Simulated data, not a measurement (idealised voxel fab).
process module | voxel local oxidation
cross-section cut | 255 nm wide | cells 5 nm
A cross-section is a grid of square cells, given in bands from the top down. A band is one or more rows of cells.
Each band's line starts with the height of the band's top and of its bottom, in nm. Then come its materials from left to right, each with its width in nm. One material with "throughout" fills the band from edge to edge. "air" is empty space.
Height 0 is the level under which the wafer as received is all one material. The lowest band goes on downwards, as in "0 down".
A width such as "30 to 40" changes by the same amount from each row of cells to the next, from the band's top row to its bottom row.
"no change" after a step means that no cell of the cross-section changed.
closed voids: empty space of 8 cells or more with no open way to the top, each as width x height at its distance from the left edge, in nm
after a step's settings: what the simulator itself notes on the step
overlay nm, on a step with a mask: how far to the right of its planned place the mask lay; to the left if negative
plan
1 op RECEIVE | material Si
2 op CONFORMAL_DEP | material SiO2 | thk nm 5
3 op CONFORMAL_DEP | material SiN | thk nm 15
4 op PATTERN | tone cover | mask id ACTIVE | material resist | width nm 115 | thk nm 15 | overlay nm 0
5 op DIRECTIONAL_ETCH | etch materials SiN | depth nm 15
6 op STRIP | etch materials resist
7 op SELECTIVE_ETCH | etch materials SiO2 | depth nm 5
8 op OXIDIZE | depth nm 15
9 op STRIP | etch materials SiN
first wafer, as planned
as received, after step 1
  0 down: Si throughout
  closed voids: none
after step 2
  5 to 0: SiO2 throughout
  below 0: unchanged
after step 3
  20 to 5: SiN throughout
  below 5: unchanged
after step 4
  35 to 20: air 70 | resist 115 | air 70
  below 20: unchanged
after step 5
  35 to 20: air 70 | resist 115 | air 70
  20 to 5: air 70 | SiN 115 | air 70
  below 5: unchanged
after step 6
  20 to 5: air 70 | SiN 115 | air 70
  below 5: unchanged
after step 7
  20 to 5: air 70 | SiN 115 | air 70
  5 to 0: air 75 | SiO2 105 | air 75
  below 0: unchanged
after step 8
  20 to 5: air 70 | SiN 115 | air 70
  5 to 0: air 75 | SiO2 105 | air 75
  0 to -15: SiO2 90 | Si 75 | SiO2 90
  below -15: unchanged
after step 9
  5 to 0: air 75 | SiO2 105 | air 75
  below 0: unchanged
second wafer: like start, like plan, one mistake. Through step 5 it matches the first wafer
when step 6 should have ended
  35 to 20: air 70 | resist 115 | air 70
  20 to 5: air 70 | SiN 115 | air 70
  5 to 0: air 75 | SiO2 105 | air 75
  below 0: unchanged
when step 7 should have ended
  20 to 5: air 70 | SiN 115 | air 70
  below 5: unchanged
when step 8 should have ended
  20 to 5: air 70 | SiN 115 | air 70
  5 to 0: air 75 | SiO2 105 | air 75
  0 to -15: SiO2 90 | Si 75 | SiO2 90
  below -15: unchanged
when step 9 should have ended
  5 to 0: air 75 | SiO2 105 | air 75
  below 0: unchanged
what went wrong: steps 6 and 7 were swapped
at the end the two cross-sections are the same: no effect in what this model computes
